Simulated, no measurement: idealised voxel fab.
You're looking at the process module voxel wiring stack.
cross-section cut | 195 nm wide | cells 5 nm
Bands, listed from the top down, are how a cross-section gets written in this document; the cross-section itself is a grid of square cells, and a band is one or more rows of them.
Heads up on the band format: heights come first, top then bottom, in nm. After that it's the materials left to right, each with its width in nm. A single material flagged "edge to edge" fills the whole band edge to edge, and "air" means there's empty space there.
Heads up on the height convention: 0 is the point under which the incoming wafer is all one material, and the lowest band has no bottom, it just keeps going down, like "0..down".
Top row gets the first number, bottom row gets the second, and each row in between changes by the same step: that is how a band width like "30 to 40" works.
Given "nothing changed" for a step, no cell of the cross-section differs between before and after that step.
Empty spaces without an open route to the top, at least 8 cells in extent, make up the entry "Trapped voids"; each is given as width x height at distance, where the distance is measured from the left edge, and all are in nm.
Past the settings on a step's line: simulator remark, on that step.
overlay nm: step with mask; distance mask lay right of planned place; negative value = left of planned place.

Listed below are the process steps as planned
1) RECEIVE: material Si
2) CONFORMAL_DEP: material SiO2, thk nm 15
3) CONFORMAL_DEP: material SiN, thk nm 5
4) DIRECTIONAL_DEP: material SiO2, thk nm 25
5) DIRECTIONAL_DEP: material aC, thk nm 10
6) PATTERN: tone open, mask id METAL_1, material resist, width nm 25, pitch nm 45, thk nm 25, overlay nm 0
7) DIRECTIONAL_ETCH: etch materials aC, depth nm 10
8) STRIP: etch materials resist
9) DIRECTIONAL_ETCH: etch materials SiO2, depth nm 25
10) DIRECTIONAL_ETCH: etch materials SiN, depth nm 5
11) STRIP: etch materials aC
12) CONFORMAL_DEP: material TiN, thk nm 5
13) FILL_DEP: material Ru, thk nm 5
14) CMP: height nm 45
15) EPI: material Ru, thk nm 5
16) FILL_DEP: material SiCN, thk nm 5
17) DIRECTIONAL_DEP: material SiO2, thk nm 30
18) DIRECTIONAL_DEP: material aC, thk nm 15
19) PATTERN: tone open, mask id METAL_2, material resist, width nm 25, pitch nm 45, thk nm 30, overlay nm 0
20) DIRECTIONAL_ETCH: etch materials aC, depth nm 15
21) STRIP: etch materials resist
22) DIRECTIONAL_ETCH: etch materials SiO2, depth nm 15
23) STRIP: etch materials aC
24) DIRECTIONAL_DEP: material aC, thk nm 10
25) PATTERN: tone open, mask id METAL_2_HOLES, material resist, width nm 15, pitch nm 90, thk nm 30, overlay nm 0
26) DIRECTIONAL_ETCH: etch materials aC, depth nm 10
27) STRIP: etch materials resist
28) DIRECTIONAL_ETCH: etch materials SiO2, depth nm 15
29) DIRECTIONAL_ETCH: etch materials SiCN, depth nm 5
30) STRIP: etch materials aC
31) CONFORMAL_DEP: material TiN, thk nm 5
32) FILL_DEP: material Cu, thk nm 5
33) CMP: height nm 85
34) CONFORMAL_DEP: material SiCN, thk nm 5
35) DIRECTIONAL_DEP: material lowk, thk nm 10
36) DIRECTIONAL_DEP: material aC, thk nm 15
37) PATTERN: tone open, mask id PLUG_2, material resist, width nm 15, pitch nm 45, thk nm 30, overlay nm 0
38) DIRECTIONAL_ETCH: etch materials aC, depth nm 15
39) STRIP: etch materials resist
40) DIRECTIONAL_ETCH: etch materials lowk, depth nm 10
41) DIRECTIONAL_ETCH: etch materials SiCN, depth nm 5
42) STRIP: etch materials aC
43) CONFORMAL_DEP: material TiN, thk nm 5
44) FILL_DEP: material Ru, thk nm 10
45) CMP: height nm 100
46) DIRECTIONAL_DEP: material TiN, thk nm 5
47) DIRECTIONAL_DEP: material W, thk nm 15
48) MASKED_ETCH: tone cover, mask id METAL_3, width nm 25, pitch nm 45, etch materials W, depth nm 15, overlay nm 0
49) MASKED_ETCH: tone cover, mask id METAL_3, width nm 25, pitch nm 45, etch materials TiN, depth nm 5, overlay nm 0
50) CONFORMAL_DEP: material SiN, thk nm 5
51) FILL_DEP: material lowk, thk nm 5
52) CMP: height nm 120
53) CONFORMAL_DEP: material SiN, thk nm 5

What follows covers the first of two wafers; it ran as planned

Received-state cross-section, reflecting completion of step 1
- 0..down | Si edge to edge
- Trapped voids: none

After step 2, in cross-section
- 15..0 | SiO2 edge to edge
- All layers under 0 are left as they were.

After step 3, in cross-section
- 20..15 | SiN edge to edge
- All layers under 15 are left as they were.

After step 4, in cross-section
- 45..20 | SiO2 edge to edge
- All layers under 20 are left as they were.

After step 5, in cross-section
- 55..45 | aC edge to edge
- All layers under 45 are left as they were.

After step 6, in cross-section
- 80..55 | resist 40; air 25; resist 20; air 25; resist 20; air 25; resist 40
- All layers under 55 are left as they were.

After step 7, in cross-section
- 70..55 | resist 40; air 25; resist 20; air 25; resist 20; air 25; resist 40
- 55..45 | aC 40; air 25; aC 20; air 25; aC 20; air 25; aC 40
- All layers under 45 are left as they were.

After step 8, in cross-section
- 55..45 | aC 40; air 25; aC 20; air 25; aC 20; air 25; aC 40
- All layers under 45 are left as they were.

After step 9, in cross-section
- 55..45 | aC 40; air 25; aC 20; air 25; aC 20; air 25; aC 40
- 45..20 | SiO2 40; air 25; SiO2 20; air 25; SiO2 20; air 25; SiO2 40
- All layers under 20 are left as they were.

After step 10, in cross-section
- 55..45 | aC 40; air 25; aC 20; air 25; aC 20; air 25; aC 40
- 45..20 | SiO2 40; air 25; SiO2 20; air 25; SiO2 20; air 25; SiO2 40
- 20..15 | SiN 40; air 25; SiN 20; air 25; SiN 20; air 25; SiN 40
- All layers under 15 are left as they were.

After step 11, in cross-section
- 45..20 | SiO2 40; air 25; SiO2 20; air 25; SiO2 20; air 25; SiO2 40
- All layers under 20 are left as they were.

After step 12, in cross-section
- 50..45 | TiN 45; air 15; TiN 30; air 15; TiN 30; air 15; TiN 45
- 45..20 | SiO2 40; TiN 5; air 15; TiN 5; SiO2 20; TiN 5; air 15; TiN 5; SiO2 20; TiN 5; air 15; TiN 5; SiO2 40
- 20..15 | SiN 40; TiN 25; SiN 20; TiN 25; SiN 20; TiN 25; SiN 40
- All layers under 15 are left as they were.

After step 13, in cross-section
- 55..50 | Ru edge to edge
- 50..45 | TiN 45; Ru 15; TiN 30; Ru 15; TiN 30; Ru 15; TiN 45
- 45..20 | SiO2 40; TiN 5; Ru 15; TiN 5; SiO2 20; TiN 5; Ru 15; TiN 5; SiO2 20; TiN 5; Ru 15; TiN 5; SiO2 40
- All layers under 20 are left as they were.

After step 14, in cross-section
- 45..20 | SiO2 40; TiN 5; Ru 15; TiN 5; SiO2 20; TiN 5; Ru 15; TiN 5; SiO2 20; TiN 5; Ru 15; TiN 5; SiO2 40
- All layers under 20 are left as they were.

After step 15, in cross-section
- 50..45 | air 35; Ru 35; air 10; Ru 35; air 10; Ru 35; air 35
- All layers under 45 are left as they were.

After step 16, in cross-section
- 55..50 | SiCN edge to edge
- 50..45 | SiCN 35; Ru 35; SiCN 10; Ru 35; SiCN 10; Ru 35; SiCN 35
- All layers under 45 are left as they were.

After step 17, in cross-section
- 85..55 | SiO2 edge to edge
- All layers under 55 are left as they were.

After step 18, in cross-section
- 100..85 | aC edge to edge
- All layers under 85 are left as they were.

After step 19, in cross-section
- 130..100 | resist 40; air 25; resist 20; air 25; resist 20; air 25; resist 40
- All layers under 100 are left as they were.

After step 20, in cross-section
- 115..100 | resist 40; air 25; resist 20; air 25; resist 20; air 25; resist 40
- 100..85 | aC 40; air 25; aC 20; air 25; aC 20; air 25; aC 40
- All layers under 85 are left as they were.

After step 21, in cross-section
- 100..85 | aC 40; air 25; aC 20; air 25; aC 20; air 25; aC 40
- All layers under 85 are left as they were.

After step 22, in cross-section
- 100..85 | aC 40; air 25; aC 20; air 25; aC 20; air 25; aC 40
- 85..70 | SiO2 40; air 25; SiO2 20; air 25; SiO2 20; air 25; SiO2 40
- All layers under 70 are left as they were.

After step 23, in cross-section
- 85..70 | SiO2 40; air 25; SiO2 20; air 25; SiO2 20; air 25; SiO2 40
- All layers under 70 are left as they were.

After step 24, in cross-section
- 95..85 | aC 40; air 25; aC 20; air 25; aC 20; air 25; aC 40
- 85..80 | SiO2 40; air 25; SiO2 20; air 25; SiO2 20; air 25; SiO2 40
- 80..70 | SiO2 40; aC 25; SiO2 20; aC 25; SiO2 20; aC 25; SiO2 40
- All layers under 70 are left as they were.

After step 25, in cross-section
- 125..95 | resist 40; air 15; resist 75; air 15; resist 50
- 95..85 | aC 40; air 15; resist 10; aC 20; resist 25; aC 20; air 15; resist 10; aC 40
- 85..80 | SiO2 40; air 15; resist 10; SiO2 20; resist 25; SiO2 20; air 15; resist 10; SiO2 40
- All layers under 80 are left as they were.

After step 26, in cross-section
- 115..95 | resist 40; air 15; resist 75; air 15; resist 50
- 95..85 | aC 40; air 15; resist 10; aC 20; resist 25; aC 20; air 15; resist 10; aC 40
- 85..80 | SiO2 40; air 15; resist 10; SiO2 20; resist 25; SiO2 20; air 15; resist 10; SiO2 40
- 80..70 | SiO2 40; air 15; aC 10; SiO2 20; aC 25; SiO2 20; air 15; aC 10; SiO2 40
- All layers under 70 are left as they were.

After step 27, in cross-section
- 95..85 | aC 40; air 25; aC 20; air 25; aC 20; air 25; aC 40
- 85..80 | SiO2 40; air 25; SiO2 20; air 25; SiO2 20; air 25; SiO2 40
- All layers under 80 are left as they were.

After step 28, in cross-section
- 95..85 | aC 40; air 25; aC 20; air 25; aC 20; air 25; aC 40
- 85..80 | SiO2 40; air 25; SiO2 20; air 25; SiO2 20; air 25; SiO2 40
- 80..70 | SiO2 40; air 15; aC 10; SiO2 20; aC 25; SiO2 20; air 15; aC 10; SiO2 40
- 70..55 | SiO2 40; air 15; SiO2 75; air 15; SiO2 50
- All layers under 55 are left as they were.

After step 29, in cross-section
- 95..85 | aC 40; air 25; aC 20; air 25; aC 20; air 25; aC 40
- 85..80 | SiO2 40; air 25; SiO2 20; air 25; SiO2 20; air 25; SiO2 40
- 80..70 | SiO2 40; air 15; aC 10; SiO2 20; aC 25; SiO2 20; air 15; aC 10; SiO2 40
- 70..55 | SiO2 40; air 15; SiO2 75; air 15; SiO2 50
- 55..50 | SiCN 40; air 15; SiCN 75; air 15; SiCN 50
- All layers under 50 are left as they were.

After step 30, in cross-section
- 85..70 | SiO2 40; air 25; SiO2 20; air 25; SiO2 20; air 25; SiO2 40
- All layers under 70 are left as they were.

After step 31, in cross-section
- 90..85 | TiN 45; air 15; TiN 30; air 15; TiN 30; air 15; TiN 45
- 85..75 | SiO2 40; TiN 5; air 15; TiN 5; SiO2 20; TiN 5; air 15; TiN 5; SiO2 20; TiN 5; air 15; TiN 5; SiO2 40
- 75..70 | SiO2 40; TiN 5; air 5; TiN 15; SiO2 20; TiN 25; SiO2 20; TiN 5; air 5; TiN 15; SiO2 40
- 70..55 | SiO2 40; TiN 5; air 5; TiN 5; SiO2 75; TiN 5; air 5; TiN 5; SiO2 50
- 55..50 | SiCN 40; TiN 15; SiCN 75; TiN 15; SiCN 50
- All layers under 50 are left as they were.

After step 32, in cross-section
- 95..90 | Cu edge to edge
- 90..85 | TiN 45; Cu 15; TiN 30; Cu 15; TiN 30; Cu 15; TiN 45
- 85..75 | SiO2 40; TiN 5; Cu 15; TiN 5; SiO2 20; TiN 5; Cu 15; TiN 5; SiO2 20; TiN 5; Cu 15; TiN 5; SiO2 40
- 75..70 | SiO2 40; TiN 5; Cu 5; TiN 15; SiO2 20; TiN 25; SiO2 20; TiN 5; Cu 5; TiN 15; SiO2 40
- 70..55 | SiO2 40; TiN 5; Cu 5; TiN 5; SiO2 75; TiN 5; Cu 5; TiN 5; SiO2 50
- All layers under 55 are left as they were.

After step 33, in cross-section
- 85..75 | SiO2 40; TiN 5; Cu 15; TiN 5; SiO2 20; TiN 5; Cu 15; TiN 5; SiO2 20; TiN 5; Cu 15; TiN 5; SiO2 40
- All layers under 75 are left as they were.

After step 34, in cross-section
- 90..85 | SiCN edge to edge
- All layers under 85 are left as they were.

After step 35, in cross-section
- 100..90 | lowk edge to edge
- All layers under 90 are left as they were.

After step 36, in cross-section
- 115..100 | aC edge to edge
- All layers under 100 are left as they were.

After step 37, in cross-section
- 145..115 | resist 40; air 15; resist 30; air 15; resist 30; air 15; resist 50
- All layers under 115 are left as they were.

After step 38, in cross-section
- 130..115 | resist 40; air 15; resist 30; air 15; resist 30; air 15; resist 50
- 115..100 | aC 40; air 15; aC 30; air 15; aC 30; air 15; aC 50
- All layers under 100 are left as they were.

After step 39, in cross-section
- 115..100 | aC 40; air 15; aC 30; air 15; aC 30; air 15; aC 50
- All layers under 100 are left as they were.

After step 40, in cross-section
- 115..100 | aC 40; air 15; aC 30; air 15; aC 30; air 15; aC 50
- 100..90 | lowk 40; air 15; lowk 30; air 15; lowk 30; air 15; lowk 50
- All layers under 90 are left as they were.

After step 41, in cross-section
- 115..100 | aC 40; air 15; aC 30; air 15; aC 30; air 15; aC 50
- 100..90 | lowk 40; air 15; lowk 30; air 15; lowk 30; air 15; lowk 50
- 90..85 | SiCN 40; air 15; SiCN 30; air 15; SiCN 30; air 15; SiCN 50
- All layers under 85 are left as they were.

After step 42, in cross-section
- 100..90 | lowk 40; air 15; lowk 30; air 15; lowk 30; air 15; lowk 50
- All layers under 90 are left as they were.

After step 43, in cross-section
- 105..100 | TiN 45; air 5; TiN 40; air 5; TiN 40; air 5; TiN 55
- 100..90 | lowk 40; TiN 5; air 5; TiN 5; lowk 30; TiN 5; air 5; TiN 5; lowk 30; TiN 5; air 5; TiN 5; lowk 50
- 90..85 | SiCN 40; TiN 15; SiCN 30; TiN 15; SiCN 30; TiN 15; SiCN 50
- All layers under 85 are left as they were.

After step 44, in cross-section
- 115..105 | Ru edge to edge
- 105..100 | TiN 45; Ru 5; TiN 40; Ru 5; TiN 40; Ru 5; TiN 55
- 100..90 | lowk 40; TiN 5; Ru 5; TiN 5; lowk 30; TiN 5; Ru 5; TiN 5; lowk 30; TiN 5; Ru 5; TiN 5; lowk 50
- All layers under 90 are left as they were.

After step 45, in cross-section
- 100..90 | lowk 40; TiN 5; Ru 5; TiN 5; lowk 30; TiN 5; Ru 5; TiN 5; lowk 30; TiN 5; Ru 5; TiN 5; lowk 50
- All layers under 90 are left as they were.

After step 46, in cross-section
- 105..100 | TiN edge to edge
- All layers under 100 are left as they were.

After step 47, in cross-section
- 120..105 | W edge to edge
- All layers under 105 are left as they were.

After step 48, in cross-section
- 120..105 | air 40; W 25; air 20; W 25; air 20; W 25; air 40
- All layers under 105 are left as they were.

After step 49, in cross-section
- 120..105 | air 40; W 25; air 20; W 25; air 20; W 25; air 40
- 105..100 | air 40; TiN 25; air 20; TiN 25; air 20; TiN 25; air 40
- All layers under 100 are left as they were.

After step 50, in cross-section
- 125..120 | air 35; SiN 35; air 10; SiN 35; air 10; SiN 35; air 35
- 120..105 | air 35; SiN 5; W 25; SiN 5; air 10; SiN 5; W 25; SiN 5; air 10; SiN 5; W 25; SiN 5; air 35
- 105..100 | SiN 40; TiN 25; SiN 20; TiN 25; SiN 20; TiN 25; SiN 40
- All layers under 100 are left as they were.

After step 51, in cross-section
- 130..125 | lowk edge to edge
- 125..120 | lowk 35; SiN 35; lowk 10; SiN 35; lowk 10; SiN 35; lowk 35
- 120..105 | lowk 35; SiN 5; W 25; SiN 5; lowk 10; SiN 5; W 25; SiN 5; lowk 10; SiN 5; W 25; SiN 5; lowk 35
- All layers under 105 are left as they were.

After step 52, in cross-section
- 120..105 | lowk 35; SiN 5; W 25; SiN 5; lowk 10; SiN 5; W 25; SiN 5; lowk 10; SiN 5; W 25; SiN 5; lowk 35
- All layers under 105 are left as they were.

After step 53, in cross-section
- 125..120 | SiN edge to edge
- All layers under 120 are left as they were.

Second Wafer (Identical Start and Plan, One Processing Error; Matches First Wafer Through Step 18)

Second wafer at the planned finish of step 19, seen in cross-section
- 130..100 | resist 40; air 30; resist 15; air 30; resist 15; air 30; resist 35
- All layers under 100 are left as they were.

Second wafer at the planned finish of step 20, seen in cross-section
- 115..100 | resist 40; air 30; resist 15; air 30; resist 15; air 30; resist 35
- 100..85 | aC 40; air 30; aC 15; air 30; aC 15; air 30; aC 35
- All layers under 85 are left as they were.

Second wafer at the planned finish of step 21, seen in cross-section
- 100..85 | aC 40; air 30; aC 15; air 30; aC 15; air 30; aC 35
- All layers under 85 are left as they were.

Second wafer at the planned finish of step 22, seen in cross-section
- 100..85 | aC 40; air 30; aC 15; air 30; aC 15; air 30; aC 35
- 85..70 | SiO2 40; air 30; SiO2 15; air 30; SiO2 15; air 30; SiO2 35
- All layers under 70 are left as they were.

Second wafer at the planned finish of step 23, seen in cross-section
- 85..70 | SiO2 40; air 30; SiO2 15; air 30; SiO2 15; air 30; SiO2 35
- All layers under 70 are left as they were.

Second wafer at the planned finish of step 24, seen in cross-section
- 95..85 | aC 40; air 30; aC 15; air 30; aC 15; air 30; aC 35
- 85..80 | SiO2 40; air 30; SiO2 15; air 30; SiO2 15; air 30; SiO2 35
- 80..70 | SiO2 40; aC 30; SiO2 15; aC 30; SiO2 15; aC 30; SiO2 35
- All layers under 70 are left as they were.

Second wafer at the planned finish of step 25, seen in cross-section
- 125..95 | resist 40; air 15; resist 75; air 15; resist 50
- 95..85 | aC 40; air 15; resist 15; aC 15; resist 30; aC 15; air 15; resist 15; aC 35
- 85..80 | SiO2 40; air 15; resist 15; SiO2 15; resist 30; SiO2 15; air 15; resist 15; SiO2 35
- All layers under 80 are left as they were.

Second wafer at the planned finish of step 26, seen in cross-section
- 115..95 | resist 40; air 15; resist 75; air 15; resist 50
- 95..85 | aC 40; air 15; resist 15; aC 15; resist 30; aC 15; air 15; resist 15; aC 35
- 85..80 | SiO2 40; air 15; resist 15; SiO2 15; resist 30; SiO2 15; air 15; resist 15; SiO2 35
- 80..70 | SiO2 40; air 15; aC 15; SiO2 15; aC 30; SiO2 15; air 15; aC 15; SiO2 35
- All layers under 70 are left as they were.

Second wafer at the planned finish of step 27, seen in cross-section
- 95..85 | aC 40; air 30; aC 15; air 30; aC 15; air 30; aC 35
- 85..80 | SiO2 40; air 30; SiO2 15; air 30; SiO2 15; air 30; SiO2 35
- All layers under 80 are left as they were.

Second wafer at the planned finish of step 28, seen in cross-section
- 95..85 | aC 40; air 30; aC 15; air 30; aC 15; air 30; aC 35
- 85..80 | SiO2 40; air 30; SiO2 15; air 30; SiO2 15; air 30; SiO2 35
- 80..70 | SiO2 40; air 15; aC 15; SiO2 15; aC 30; SiO2 15; air 15; aC 15; SiO2 35
- 70..55 | SiO2 40; air 15; SiO2 75; air 15; SiO2 50
- All layers under 55 are left as they were.

Second wafer at the planned finish of step 29, seen in cross-section
- 95..85 | aC 40; air 30; aC 15; air 30; aC 15; air 30; aC 35
- 85..80 | SiO2 40; air 30; SiO2 15; air 30; SiO2 15; air 30; SiO2 35
- 80..70 | SiO2 40; air 15; aC 15; SiO2 15; aC 30; SiO2 15; air 15; aC 15; SiO2 35
- 70..55 | SiO2 40; air 15; SiO2 75; air 15; SiO2 50
- 55..50 | SiCN 40; air 15; SiCN 75; air 15; SiCN 50
- All layers under 50 are left as they were.

Second wafer at the planned finish of step 30, seen in cross-section
- 85..70 | SiO2 40; air 30; SiO2 15; air 30; SiO2 15; air 30; SiO2 35
- All layers under 70 are left as they were.

Second wafer at the planned finish of step 31, seen in cross-section
- 90..85 | TiN 45; air 20; TiN 25; air 20; TiN 25; air 20; TiN 40
- 85..75 | SiO2 40; TiN 5; air 20; TiN 5; SiO2 15; TiN 5; air 20; TiN 5; SiO2 15; TiN 5; air 20; TiN 5; SiO2 35
- 75..70 | SiO2 40; TiN 5; air 5; TiN 20; SiO2 15; TiN 30; SiO2 15; TiN 5; air 5; TiN 20; SiO2 35
- 70..55 | SiO2 40; TiN 5; air 5; TiN 5; SiO2 75; TiN 5; air 5; TiN 5; SiO2 50
- 55..50 | SiCN 40; TiN 15; SiCN 75; TiN 15; SiCN 50
- All layers under 50 are left as they were.

Second wafer at the planned finish of step 32, seen in cross-section
- 95..90 | Cu edge to edge
- 90..85 | TiN 45; Cu 20; TiN 25; Cu 20; TiN 25; Cu 20; TiN 40
- 85..75 | SiO2 40; TiN 5; Cu 20; TiN 5; SiO2 15; TiN 5; Cu 20; TiN 5; SiO2 15; TiN 5; Cu 20; TiN 5; SiO2 35
- 75..70 | SiO2 40; TiN 5; Cu 5; TiN 20; SiO2 15; TiN 30; SiO2 15; TiN 5; Cu 5; TiN 20; SiO2 35
- 70..55 | SiO2 40; TiN 5; Cu 5; TiN 5; SiO2 75; TiN 5; Cu 5; TiN 5; SiO2 50
- All layers under 55 are left as they were.

Second wafer at the planned finish of step 33, seen in cross-section
- 85..75 | SiO2 40; TiN 5; Cu 20; TiN 5; SiO2 15; TiN 5; Cu 20; TiN 5; SiO2 15; TiN 5; Cu 20; TiN 5; SiO2 35
- All layers under 75 are left as they were.

Second wafer at the planned finish of step 34, seen in cross-section
- 90..85 | SiCN edge to edge
- All layers under 85 are left as they were.

Second wafer at the planned finish of step 35, seen in cross-section
- 100..90 | lowk edge to edge
- All layers under 90 are left as they were.

Second wafer at the planned finish of step 36, seen in cross-section
- 115..100 | aC edge to edge
- All layers under 100 are left as they were.

Second wafer at the planned finish of step 37, seen in cross-section
- 145..115 | resist 40; air 15; resist 30; air 15; resist 30; air 15; resist 50
- All layers under 115 are left as they were.

Second wafer at the planned finish of step 38, seen in cross-section
- 130..115 | resist 40; air 15; resist 30; air 15; resist 30; air 15; resist 50
- 115..100 | aC 40; air 15; aC 30; air 15; aC 30; air 15; aC 50
- All layers under 100 are left as they were.

Second wafer at the planned finish of step 39, seen in cross-section
- 115..100 | aC 40; air 15; aC 30; air 15; aC 30; air 15; aC 50
- All layers under 100 are left as they were.

Second wafer at the planned finish of step 40, seen in cross-section
- 115..100 | aC 40; air 15; aC 30; air 15; aC 30; air 15; aC 50
- 100..90 | lowk 40; air 15; lowk 30; air 15; lowk 30; air 15; lowk 50
- All layers under 90 are left as they were.

Second wafer at the planned finish of step 41, seen in cross-section
- 115..100 | aC 40; air 15; aC 30; air 15; aC 30; air 15; aC 50
- 100..90 | lowk 40; air 15; lowk 30; air 15; lowk 30; air 15; lowk 50
- 90..85 | SiCN 40; air 15; SiCN 30; air 15; SiCN 30; air 15; SiCN 50
- All layers under 85 are left as they were.

Second wafer at the planned finish of step 42, seen in cross-section
- 100..90 | lowk 40; air 15; lowk 30; air 15; lowk 30; air 15; lowk 50
- All layers under 90 are left as they were.

Second wafer at the planned finish of step 43, seen in cross-section
- 105..100 | TiN 45; air 5; TiN 40; air 5; TiN 40; air 5; TiN 55
- 100..90 | lowk 40; TiN 5; air 5; TiN 5; lowk 30; TiN 5; air 5; TiN 5; lowk 30; TiN 5; air 5; TiN 5; lowk 50
- 90..85 | SiCN 40; TiN 15; SiCN 30; TiN 15; SiCN 30; TiN 15; SiCN 50
- All layers under 85 are left as they were.

Second wafer at the planned finish of step 44, seen in cross-section
- 115..105 | Ru edge to edge
- 105..100 | TiN 45; Ru 5; TiN 40; Ru 5; TiN 40; Ru 5; TiN 55
- 100..90 | lowk 40; TiN 5; Ru 5; TiN 5; lowk 30; TiN 5; Ru 5; TiN 5; lowk 30; TiN 5; Ru 5; TiN 5; lowk 50
- All layers under 90 are left as they were.

Second wafer at the planned finish of step 45, seen in cross-section
- 100..90 | lowk 40; TiN 5; Ru 5; TiN 5; lowk 30; TiN 5; Ru 5; TiN 5; lowk 30; TiN 5; Ru 5; TiN 5; lowk 50
- All layers under 90 are left as they were.

Second wafer at the planned finish of step 46, seen in cross-section
- 105..100 | TiN edge to edge
- All layers under 100 are left as they were.

Second wafer at the planned finish of step 47, seen in cross-section
- 120..105 | W edge to edge
- All layers under 105 are left as they were.

Second wafer at the planned finish of step 48, seen in cross-section
- 120..105 | air 40; W 25; air 20; W 25; air 20; W 25; air 40
- All layers under 105 are left as they were.

Second wafer at the planned finish of step 49, seen in cross-section
- 120..105 | air 40; W 25; air 20; W 25; air 20; W 25; air 40
- 105..100 | air 40; TiN 25; air 20; TiN 25; air 20; TiN 25; air 40
- All layers under 100 are left as they were.

Second wafer at the planned finish of step 50, seen in cross-section
- 125..120 | air 35; SiN 35; air 10; SiN 35; air 10; SiN 35; air 35
- 120..105 | air 35; SiN 5; W 25; SiN 5; air 10; SiN 5; W 25; SiN 5; air 10; SiN 5; W 25; SiN 5; air 35
- 105..100 | SiN 40; TiN 25; SiN 20; TiN 25; SiN 20; TiN 25; SiN 40
- All layers under 100 are left as they were.

Second wafer at the planned finish of step 51, seen in cross-section
- 130..125 | lowk edge to edge
- 125..120 | lowk 35; SiN 35; lowk 10; SiN 35; lowk 10; SiN 35; lowk 35
- 120..105 | lowk 35; SiN 5; W 25; SiN 5; lowk 10; SiN 5; W 25; SiN 5; lowk 10; SiN 5; W 25; SiN 5; lowk 35
- All layers under 105 are left as they were.

Second wafer at the planned finish of step 52, seen in cross-section
- 120..105 | lowk 35; SiN 5; W 25; SiN 5; lowk 10; SiN 5; W 25; SiN 5; lowk 10; SiN 5; W 25; SiN 5; lowk 35
- All layers under 105 are left as they were.

Second wafer at the planned finish of step 53, seen in cross-section
- 125..120 | SiN edge to edge
- All layers under 120 are left as they were.
Diagnosis: step 19 was not run as planned; what actually ran was PATTERN: tone open, mask id METAL_2, material resist, width nm 30, pitch nm 45, thk nm 30, overlay nm 0
Heads up, by the end the second wafer has more or fewer cells of some materials compared to the first: Cu: 6 more | SiO2: 9 fewer | TiN: 3 more
